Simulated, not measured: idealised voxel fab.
Herein follows the process module entitled voxel plated lines.
We display cut, a cross-section 255 nm in width whose square cells are each 5 nm.
Cross-section layout: square cells on a grid; listed as bands, top to bottom; a band spans one or more cell rows.
The entry gives the band's vertical extent as a top height and a bottom height in nm, then its horizontal make-up as materials from left to right, each with a width in nm. "empty" stands for empty space; a single material marked "throughout" fills the band edge to edge.
Heights are measured from 0, the level below which the as-received wafer is all one material; the lowest band has no bottom and continues downward, written as in "0 and below".
Read "30 to 40" as a graded width: first number on top, second number at the bottom, same change between each pair of neighbouring rows.
For the purposes of this document, the phrase "everything unchanged" attached to a step denotes that no cell within the cross-section was modified by that step.
The label "Cavities, sealed" introduces a list of the empty spaces, 8 cells or larger, that have no open way up to the top; each entry in it reads width x height at distance, where the distance is taken from the left edge and all three are stated in nm.
Note: text after step settings on the step line = simulator remark on that step.
overlay nm: mask right of planned place by this much (step with mask). Neg. = left.
## Steps in the process plan
1,RECEIVE [material Si]
2,CONFORMAL_DEP [material Al2O3] [thk nm 10]
3,DIRECTIONAL_DEP [material TiN] [thk nm 5]
4,PATTERN [tone open] [mask id LINES] [material resist] [width nm 20] [pitch nm 50] [thk nm 20] [overlay nm 0]
5,EPI [material Ru] [thk nm 5]
6,STRIP [etch materials resist]
7,DIRECTIONAL_ETCH [etch materials TiN] [depth nm 5]
8,CONFORMAL_DEP [material SiCN] [thk nm 5]
## Received-state cross-section, reflecting completion of step 1
	0 and below: Si throughout
	Cavities, sealed: none
## Here's the cross-section of the first of our two wafers at the end of the module - it ran as planned
	25 down to 20: 85 nm empty | 30 nm SiCN | 20 nm empty | 30 nm SiCN | 90 nm empty
	20 down to 15: 85 nm empty | 5 nm SiCN | 20 nm Ru | 5 nm SiCN | 20 nm empty | 5 nm SiCN | 20 nm Ru | 5 nm SiCN | 90 nm empty
	15 down to 10: 90 nm SiCN | 20 nm TiN | 30 nm SiCN | 20 nm TiN | 95 nm SiCN
	10 down to 0: Al2O3 throughout
	0 and below: Si throughout
	Cavities, sealed: none
## Wafer two, sectioned after the module: the first wafer's start, the first wafer's plan, and one mistake in how it was run
	25 down to 20: 90 nm empty | 30 nm SiCN | 20 nm empty | 30 nm SiCN | 85 nm empty
	20 down to 15: 90 nm empty | 5 nm SiCN | 20 nm Ru | 5 nm SiCN | 20 nm empty | 5 nm SiCN | 20 nm Ru | 5 nm SiCN | 85 nm empty
	15 down to 10: 95 nm SiCN | 20 nm TiN | 30 nm SiCN | 20 nm TiN | 90 nm SiCN
	10 down to 0: Al2O3 throughout
	0 and below: Si throughout
	Cavities, sealed: none
Short version of what went wrong: not per plan at step 4, really ran PATTERN [tone open] [mask id LINES] [material resist] [width nm 20] [pitch nm 50] [thk nm 20] [overlay nm 5]
By the end, you'd get the same cell count for each material on either wafer, but the second wafer puts them somewhere else.
